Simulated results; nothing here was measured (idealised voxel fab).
process module | voxel local oxidation
cross-section cut | 205 nm wide | cells 5 nm
A cross-section is a grid of square cells, given in bands from the top down. A band is one or more rows of cells.
Each band's line starts with the height of the band's top and of its bottom, in nm. Then come its materials from left to right, each with its width in nm. One material with "throughout" fills the band from edge to edge. "air" is empty space.
Height 0 is the level under which the wafer as received is all one material. The lowest band goes on downwards, as in "0 down".
A width such as "30 to 40" changes by the same amount from each row of cells to the next, from the band's top row to its bottom row.
"no change" after a step means that no cell of the cross-section changed.
closed voids: empty space of 8 cells or more with no open way to the top, each as width x height at its distance from the left edge, in nm
after a step's settings: what the simulator itself notes on the step
overlay nm, on a step with a mask: how far to the right of its planned place the mask lay; to the left if negative
Each pair below shows a cross-section before one step and the cross-section after it, down to the lowest band that changed. The line under each pair gives the step between them, with its settings. The pairs can come from different runs of this module on the same starting wafer, so a pair continues from the pair above only where its "before" says so.
before
  0 down: Si throughout
  closed voids: none
after
  0 to -5: SiO2 throughout
  below -5: unchanged
  closed voids: none
the step between: op OXIDIZE | depth nm 5
before: the cross-section after the pair above
after
  10 to 0: SiN throughout
  below 0: unchanged
  closed voids: none
the step between: op CONFORMAL_DEP | material SiN | thk nm 10
before: the cross-section after the pair above
after
  10 to 0: air 50 | SiN 105 | air 50
  below 0: unchanged
  closed voids: none
the step between: op MASKED_ETCH | tone cover | mask id ACTIVE | width nm 105 | etch materials SiN | depth nm 10 | overlay nm 0
before: the cross-section after the pair above
after
  10 to 0: air 50 | SiN 105 | air 50
  0 to -5: air 55 | SiO2 95 | air 55
  below -5: unchanged
  closed voids: none
the step between: op SELECTIVE_ETCH | etch materials SiO2 | depth nm 5
before: the cross-section after the pair above
after
  10 to 0: air 50 | SiN 105 | air 50
  0 to -5: air 55 | SiO2 95 | air 55
  -5 to -15: SiO2 65 | Si 75 | SiO2 65
  below -15: unchanged
  closed voids: none
the step between: op OXIDIZE | depth nm 10
before: the cross-section after the pair above
after
  0 to -5: air 55 | SiO2 95 | air 55
  below -5: unchanged
  closed voids: none
the step between: op STRIP | etch materials SiN
before
  0 to -5: SiO2 throughout
  -5 down: Si throughout
  closed voids: none
after
  -5 down: Si throughout
  closed voids: none
the step between: op SELECTIVE_ETCH | etch materials SiO2 | depth nm 5
before: the cross-section after the pair above
after
  -5 to -15: SiO2 throughout
  below -15: unchanged
  closed voids: none
the step between: op OXIDIZE | depth nm 10
before
  10 to 0: air 50 | SiN 105 | air 50
  0 to -5: air 55 | SiO2 95 | air 55
  -5 down: Si throughout
  closed voids: none
after
  0 to -5: air 55 | SiO2 95 | air 55
  below -5: unchanged
  closed voids: none
the step between: op STRIP | etch materials SiN
before: the cross-section after the pair above
after
  0 to -5: air 55 | SiO2 95 | air 55
  -5 to -15: SiO2 65 | Si 75 | SiO2 65
  below -15: unchanged
  closed voids: none
the step between: op OXIDIZE | depth nm 10
before
  10 to 0: air 50 | SiN 105 | air 50
  0 to -5: air 55 | SiO2 95 | air 55
  -5 down: Si throughout
  closed voids: none
after
  10 to 0: air 50 | SiN 105 | air 50
  0 to -5: air 55 | SiO2 95 | air 55
  -5 to -20: SiO2 70 | Si 65 | SiO2 70
  below -20: unchanged
  closed voids: none
the step between: op OXIDIZE | depth nm 15
before: the cross-section after the pair above
after
  0 to -5: air 55 | SiO2 95 | air 55
  below -5: unchanged
  closed voids: none
the step between: op STRIP | etch materials SiN
before
  10 to 0: SiN throughout
  0 to -5: SiO2 throughout
  -5 down: Si throughout
  closed voids: none
after
  10 to 0: air 55 | SiN 100 | air 50
  below 0: unchanged
  closed voids: none
the step between: op MASKED_ETCH | tone cover | mask id ACTIVE | width nm 100 | etch materials SiN | depth nm 10 | overlay nm 0
before: the cross-section after the pair above
after
  10 to 0: air 55 | SiN 100 | air 50
  0 to -5: air 60 | SiO2 90 | air 55
  below -5: unchanged
  closed voids: none
the step between: op SELECTIVE_ETCH | etch materials SiO2 | depth nm 5
before: the cross-section after the pair above
after
  10 to 0: air 55 | SiN 100 | air 50
  0 to -5: air 60 | SiO2 90 | air 55
  -5 to -15: SiO2 70 | Si 70 | SiO2 65
  below -15: unchanged
  closed voids: none
the step between: op OXIDIZE | depth nm 10
before: the cross-section after the pair above
after
  0 to -5: air 60 | SiO2 90 | air 55
  below -5: unchanged
  closed voids: none
the step between: op STRIP | etch materials SiN
before
  10 to 0: SiN throughout
  0 to -5: SiO2 throughout
  -5 down: Si throughout
  closed voids: none
after
  10 to 0: air 40 | SiN 105 | air 60
  below 0: unchanged
  closed voids: none
the step between: op MASKED_ETCH | tone cover | mask id ACTIVE | width nm 105 | etch materials SiN | depth nm 10 | overlay nm -10
before: the cross-section after the pair above
after
  10 to 0: air 40 | SiN 105 | air 60
  0 to -5: air 45 | SiO2 95 | air 65
  below -5: unchanged
  closed voids: none
the step between: op SELECTIVE_ETCH | etch materials SiO2 | depth nm 5
before: the cross-section after the pair above
after
  10 to 0: air 40 | SiN 105 | air 60
  0 to -5: air 45 | SiO2 95 | air 65
  -5 to -15: SiO2 55 | Si 75 | SiO2 75
  below -15: unchanged
  closed voids: none
the step between: op OXIDIZE | depth nm 10
before: the cross-section after the pair above
after
  0 to -5: air 45 | SiO2 95 | air 65
  below -5: unchanged
  closed voids: none
the step between: op STRIP | etch materials SiN
before
  10 to 0: air 50 | SiN 105 | air 50
  0 to -5: air 55 | SiO2 95 | air 55
  -5 to -15: SiO2 65 | Si 75 | SiO2 65
  -15 down: Si throughout
  closed voids: none
after
  -5 to -15: air 65 | Si 75 | air 65
  below -15: unchanged
  closed voids: none
the step between: op STRIP | etch materials SiO2
before
  10 to 0: SiN throughout
  0 to -5: SiO2 throughout
  -5 down: Si throughout
  closed voids: none
after
  10 to 0: SiN 50 | air 105 | SiN 50
  below 0: unchanged
  closed voids: none
the step between: op MASKED_ETCH | tone open | mask id ACTIVE | width nm 105 | etch materials SiN | depth nm 10 | overlay nm 0
before: the cross-section after the pair above
after
  10 to 0: SiN 50 | air 105 | SiN 50
  0 to -5: SiO2 45 | air 115 | SiO2 45
  below -5: unchanged
  closed voids: none
the step between: op SELECTIVE_ETCH | etch materials SiO2 | depth nm 5
before: the cross-section after the pair above
after
  10 to 0: SiN 50 | air 105 | SiN 50
  0 to -5: SiO2 45 | air 115 | SiO2 45
  -5 to -15: Si 35 | SiO2 135 | Si 35
  below -15: unchanged
  closed voids: none
the step between: op OXIDIZE | depth nm 10
before: the cross-section after the pair above
after
  0 to -5: SiO2 45 | air 115 | SiO2 45
  below -5: unchanged
  closed voids: none
the step between: op STRIP | etch materials SiN
